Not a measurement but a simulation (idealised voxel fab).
process module | voxel capacitor over wiring
cross-section cut | 270 nm wide | cells 5 nm
A cross-section is a grid of square cells, given in bands from the top down. A band is one or more rows of cells.
Each band's line starts with the height of the band's top and of its bottom, in nm. Then come its materials from left to right, each with its width in nm. One material with "throughout" fills the band from edge to edge. "air" is empty space.
Height 0 is the level under which the wafer as received is all one material. The lowest band goes on downwards, as in "0 down".
A width such as "30 to 40" changes by the same amount from each row of cells to the next, from the band's top row to its bottom row.
"no change" after a step means that no cell of the cross-section changed.
closed voids: empty space of 8 cells or more with no open way to the top, each as width x height at its distance from the left edge, in nm
after a step's settings: what the simulator itself notes on the step
overlay nm, on a step with a mask: how far to the right of its planned place the mask lay; to the left if negative
plan
1 op RECEIVE | material Si
2 op CONFORMAL_DEP | material SiO2 | thk nm 15
3 op CONFORMAL_DEP | material SiCN | thk nm 5
4 op DIRECTIONAL_DEP | material SiO2 | thk nm 15
5 op DIRECTIONAL_DEP | material aC | thk nm 10
6 op PATTERN | tone open | mask id METAL_1 | material resist | width nm 25 | pitch nm 90 | thk nm 25 | overlay nm 0
7 op DIRECTIONAL_ETCH | etch materials aC | depth nm 10
8 op STRIP | etch materials resist
9 op DIRECTIONAL_ETCH | etch materials SiO2 | depth nm 15
10 op DIRECTIONAL_ETCH | etch materials SiCN | depth nm 5
11 op STRIP | etch materials aC
12 op CONFORMAL_DEP | material TiN | thk nm 5
13 op FILL_DEP | material Ru | thk nm 5
14 op CMP | height nm 35
15 op CONFORMAL_DEP | material SiCN | thk nm 5
16 op DIRECTIONAL_DEP | material SiO2 | thk nm 20
17 op MASKED_ETCH | tone open | mask id PLUG_1 | width nm 15 | etch materials SiO2 | depth nm 20 | overlay nm 0
18 op MASKED_ETCH | tone open | mask id PLUG_1 | width nm 15 | etch materials SiCN | depth nm 5 | overlay nm 0
19 op CONFORMAL_DEP | material TiN | thk nm 5
20 op FILL_DEP | material Cu | thk nm 5
21 op CMP | height nm 60
22 op DIRECTIONAL_DEP | material TiN | thk nm 10
23 op DIRECTIONAL_DEP | material HfO2 | thk nm 5
24 op DIRECTIONAL_DEP | material TiN | thk nm 5
25 op DIRECTIONAL_DEP | material aC | thk nm 10
26 op PATTERN | tone cover | mask id UPPER_PLATE | material resist | width nm 70 | thk nm 25 | overlay nm 0
27 op DIRECTIONAL_ETCH | etch materials aC | depth nm 10
28 op STRIP | etch materials resist
29 op DIRECTIONAL_ETCH | etch materials TiN | depth nm 5
30 op DIRECTIONAL_ETCH | etch materials HfO2 | depth nm 5
31 op STRIP | etch materials aC
32 op DIRECTIONAL_DEP | material aC | thk nm 15
33 op PATTERN | tone cover | mask id LOWER_PLATE | material resist | width nm 80 | thk nm 30 | overlay nm -15
34 op DIRECTIONAL_ETCH | etch materials aC | depth nm 15
35 op STRIP | etch materials resist
36 op DIRECTIONAL_ETCH | etch materials TiN | depth nm 10
37 op STRIP | etch materials aC
38 op FILL_DEP | material SiO2 | thk nm 20
39 op CMP | height nm 95
40 op MASKED_ETCH | tone open | mask id PLUG_2 | width nm 15 | etch materials SiO2 | depth nm 15 | overlay nm 0
41 op CONFORMAL_DEP | material TiN | thk nm 5
42 op FILL_DEP | material W | thk nm 5
43 op CMP | height nm 95
44 op CONFORMAL_DEP | material SiCN | thk nm 5
varied across the wafers: overlay nm of step 33. The plan shows the first wafer's value. All wafers start alike
first wafer as received, after step 1
  0 down: Si throughout
  closed voids: none
each wafer at the end: cells of each material gained (+) or lost (-) since it was received, then its closed voids
overlay nm -15 | +4 Cu | +14 HfO2 | +18 Ru | +149 SiCN | +805 SiO2 | +88 TiN | +2 W | closed voids: none
overlay nm -10 | +4 Cu | +14 HfO2 | +18 Ru | +149 SiCN | +806 SiO2 | +87 TiN | +2 W | closed voids: none
overlay nm -5 | +4 Cu | +14 HfO2 | +18 Ru | +149 SiCN | +807 SiO2 | +86 TiN | +2 W | closed voids: none
overlay nm 0 | +4 Cu | +14 HfO2 | +18 Ru | +149 SiCN | +807 SiO2 | +86 TiN | +2 W | closed voids: none
overlay nm 5 | +4 Cu | +14 HfO2 | +18 Ru | +149 SiCN | +807 SiO2 | +86 TiN | +2 W | closed voids: none
overlay nm 10 | +4 Cu | +14 HfO2 | +18 Ru | +149 SiCN | +806 SiO2 | +87 TiN | +2 W | closed voids: none
overlay nm 15 | +4 Cu | +14 HfO2 | +18 Ru | +149 SiCN | +805 SiO2 | +88 TiN | +2 W | closed voids: none
